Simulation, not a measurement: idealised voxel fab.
The following process module bears the name voxel air gaps.
Square cell edge 5 nm, section width 245 nm, ID cut.
When this document writes out a cross-section, it uses a grid of square cells and lists it as bands, beginning at the top and moving down, with a band standing for one or more rows of cells. What a band's entry tells you: where the top is and where the bottom is, as heights in nm, and after that what lies inside, material by material from left to right, each with its width in nm. Empty space is written as the word "blank", and a single material marked with the word "full width" occupies the band from edge to edge. Beneath 0, the wafer as received is one material, and that level is where height counting begins. The lowest band goes on downward without a bottom; it is written like "0..down". When a width is written as two numbers, as in "30->40", the first number is the width in the top row of cells of the band and the second is the width in its bottom row, and the width changes by the same amount from each row to the next. "changes: none" -> step changed no cross-section cell. Basically, "Closed empty spaces" tells you about the enclosed voids: empty spaces with no open way to the top, 8 cells or bigger, each written width x height at distance, where distance is from the left edge, all in nm. On a step's line, text after the settings is the simulator commenting on that step. overlay nm: where the mask lay relative to plan, measured to the right, on steps with a mask; negatives go left.
Process steps foreseen in the plan:
1,RECEIVE (material Si)
2,CONFORMAL_DEP (material SiO2; thk nm 10)
3,CONFORMAL_DEP (material SiCN; thk nm 5)
4,DIRECTIONAL_DEP (material SiO2; thk nm 40)
5,MASKED_ETCH (tone open; mask id LINES; width nm 25; pitch nm 50; etch materials SiO2; depth nm 40; overlay nm 0)
6,CONFORMAL_DEP (material TiN; thk nm 5)
7,FILL_DEP (material W; thk nm 5)
8,CMP (height nm 55)
9,EPI (material Ru; thk nm 10)
10,SELECTIVE_ETCH (etch materials SiO2; depth nm 50)
11,CONFORMAL_DEP (material SiCN; thk nm 5)
Wafer at receipt (post step 1), cross-section:
  0..down = Si full width
  Closed empty spaces: none
Final cross-section, module run with one mistake (start and plan as above):
  70..65 = blank=50  SiCN=155  blank=40
  65..55 = blank=50  SiCN=5  Ru=45  SiCN=5  Ru=45  SiCN=5  Ru=45  SiCN=5  blank=40
  55..50 = blank=50  SiCN=15  TiN=5  W=15  TiN=5  SiCN=25  TiN=5  W=15  TiN=5  SiCN=25  TiN=5  W=15  TiN=5  SiCN=15  blank=40
  50..20 = blank=60  SiCN=5  TiN=5  W=15  TiN=5  SiCN=5  blank=15  SiCN=5  TiN=5  W=15  TiN=5  SiCN=5  blank=15  SiCN=5  TiN=5  W=15  TiN=5  SiCN=5  blank=50
  20..15 = SiCN=65  TiN=25  SiCN=25  TiN=25  SiCN=25  TiN=25  SiCN=55
  15..10 = SiCN full width
  10..0 = SiO2 full width
  0..down = Si full width
  Closed empty spaces: 15 x 30 at 95; 15 x 30 at 145
Deviation from plan: so step 5 ended up running with a different setting than we planned, it ran as MASKED_ETCH (tone open; mask id LINES; width nm 25; pitch nm 50; etch materials SiO2; depth nm 40; overlay nm 5)
